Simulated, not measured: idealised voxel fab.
process module | voxel trench capacitor
cross-section cut | 250 nm wide | cells 5 nm
A cross-section is a grid of square cells, given in bands from the top down. A band is one or more rows of cells.
Each band's line starts with the height of the band's top and of its bottom, in nm. Then come its materials from left to right, each with its width in nm. One material with "throughout" fills the band from edge to edge. "air" is empty space.
Height 0 is the level under which the wafer as received is all one material. The lowest band goes on downwards, as in "0 down".
A width such as "30 to 40" changes by the same amount from each row of cells to the next, from the band's top row to its bottom row.
"no change" after a step means that no cell of the cross-section changed.
closed voids: empty space of 8 cells or more with no open way to the top, each as width x height at its distance from the left edge, in nm
after a step's settings: what the simulator itself notes on the step
overlay nm, on a step with a mask: how far to the right of its planned place the mask lay; to the left if negative
plan
1 op RECEIVE | material Si
2 op CONFORMAL_DEP | material SiN | thk nm 10
3 op DIRECTIONAL_DEP | material aC | thk nm 10
4 op PATTERN | tone open | mask id TRENCH | material resist | width nm 15 | pitch nm 40 | thk nm 25 | overlay nm 0
5 op DIRECTIONAL_ETCH | etch materials aC | depth nm 10
6 op STRIP | etch materials resist
7 op DIRECTIONAL_ETCH | etch materials SiN | depth nm 10
8 op DIRECTIONAL_ETCH | etch materials Si | depth nm 40
9 op STRIP | etch materials aC
10 op CONFORMAL_DEP | material SiO2 | thk nm 5
11 op FILL_DEP | material polySi | thk nm 10
12 op CMP | height nm 10
as received, after step 1
  0 down: Si throughout
  closed voids: none
a wafer at the end: this start, this plan, one mistake
  10 to 0: polySi 70 | SiO2 5 | SiN 15 | SiO2 5 | polySi 15 | SiO2 5 | SiN 15 | SiO2 5 | polySi 15 | SiO2 5 | SiN 15 | SiO2 5 | polySi 75
  0 to -35: polySi 70 | SiO2 5 | Si 15 | SiO2 5 | polySi 15 | SiO2 5 | Si 15 | SiO2 5 | polySi 15 | SiO2 5 | Si 15 | SiO2 5 | polySi 75
  -35 to -40: SiO2 75 | Si 15 | SiO2 25 | Si 15 | SiO2 25 | Si 15 | SiO2 80
  -40 down: Si throughout
  closed voids: none
what went wrong: step 4 ran as: op PATTERN | tone cover | mask id TRENCH | material resist | width nm 15 | pitch nm 40 | thk nm 25 | overlay nm 0
